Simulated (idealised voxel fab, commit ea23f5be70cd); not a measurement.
Process module, titled voxel self aligned contacts
For reference, the cross-section in this document is cut, with width 285 nm and square cells of 5 nm.
Each cross-section below is a grid of square cells, stated as bands in top-down order, with one or more rows of cells making up each band.
It is stipulated that each band's entry specify, in nanometres, the height of the top of the band and then that of its bottom, followed by the materials of the band in left-to-right sequence, each together with its width in nanometres. A single material marked by the word "edge to edge" is understood to fill the band from edge to edge; the word "air" is understood to denote empty space.
Ref level 0: as-received wafer is one material below here. Bottom band extends down with no lower bound ("0 down").
A two-number width, for instance "30..40", indicates that the width is equal to the first number in the top row of the band and to the second number in the bottom row, and that it changes by a constant amount per row of cells.
"left unchanged" means the step left every cell of the cross-section as it was.
Enclosed voids (no open way to top), threshold 8 cells or more, entry "Unvented cavities", notation width x height at distance, distance from left edge, nm.
Heads up: the bit after the settings on a step's line is the simulator's remark on that step.
Each step line may optionally specify "overlay nm", which for a step with a mask gives the rightward distance between the mask's planned place and where it lay, a negative value indicating the leftward direction.
**Planned step list for the process**
- 1: op RECEIVE | material Si
- 2: op OXIDIZE | depth nm 5
- 3: op DIRECTIONAL_DEP | material polySi | thk nm 30
- 4: op DIRECTIONAL_DEP | material SiN | thk nm 25
- 5: op PATTERN | tone cover | mask id GATE | material resist | width nm 35 | pitch nm 75 | thk nm 20 | overlay nm 0
- 6: op DIRECTIONAL_ETCH | etch materials SiN | depth nm 25
- 7: op DIRECTIONAL_ETCH | etch materials polySi | depth nm 30
- 8: op STRIP | etch materials resist
- 9: op CONFORMAL_DEP | material SiN | thk nm 10
- 10: op DIRECTIONAL_ETCH | etch materials SiN | depth nm 10
- 11: op FILL_DEP | material SiO2 | thk nm 20
- 12: op CMP | height nm 65
- 13: op PATTERN | tone open | mask id CONTACT | material resist | width nm 50 | pitch nm 75 | thk nm 15 | overlay nm 0
- 14: op DIRECTIONAL_ETCH | etch materials SiO2 | depth nm 70
- 15: op STRIP | etch materials resist
- 16: op CONFORMAL_DEP | material TiN | thk nm 5
- 17: op FILL_DEP | material W | thk nm 10
- 18: op CMP | height nm 65
- 19: op CONFORMAL_DEP | material SiN | thk nm 5
**Cross-section: wafer on arrival = after step 1**
* 0 down = Si edge to edge
* Unvented cavities: none
**Looking at the first of two wafers in cross-section at end of module - ran to plan**
* 70 to 65 = SiN edge to edge
* 65 to 55 = SiO2 (80) / TiN (5..20) / W (40..10) / TiN (5..20) / SiO2 (25) / TiN (5..20) / W (40..10) / TiN (5..20) / SiO2 (80)
* 55 to 30 = SiO2 (40) / SiN (55) / TiN (5) / W (10) / TiN (5) / SiN (55) / TiN (5) / W (10) / TiN (5) / SiN (55) / SiO2 (40)
* 30 to 0 = SiO2 (40) / SiN (10) / polySi (35) / SiN (10) / TiN (5) / W (10) / TiN (5) / SiN (10) / polySi (35) / SiN (10) / TiN (5) / W (10) / TiN (5) / SiN (10) / polySi (35) / SiN (10) / SiO2 (40)
* 0 to -5 = SiO2 (95) / TiN (20) / SiO2 (55) / TiN (20) / SiO2 (95)
* -5 down = Si edge to edge
* Unvented cavities: none
**This is the second of the two wafers, cross-sectioned at the end of the module; it started exactly like the first and was given the same plan, but it was run with one mistake**
* 70 to 65 = SiN edge to edge
* 65 to 60 = SiO2 (80) / TiN (5) / W (40) / TiN (5) / SiO2 (25) / TiN (5) / W (40) / TiN (5) / SiO2 (80)
* 60 to 55 = SiO2 (80) / TiN (50) / SiO2 (25) / TiN (50) / SiO2 (80)
* 55 to 30 = TiN edge to edge
* 30 to 0 = polySi edge to edge
* 0 to -5 = SiO2 edge to edge
* -5 down = Si edge to edge
* Unvented cavities: none
It is concluded that the wafer was processed incorrectly with respect to the plan, in that planned and actual differ for step 4; actual: op DIRECTIONAL_DEP | material TiN | thk nm 25
Materials where the second wafer ends with more or fewer cells than the first: SiN: 237 fewer, SiO2: 168 fewer, TiN: 237 more, W: 48 fewer, polySi: 216 more
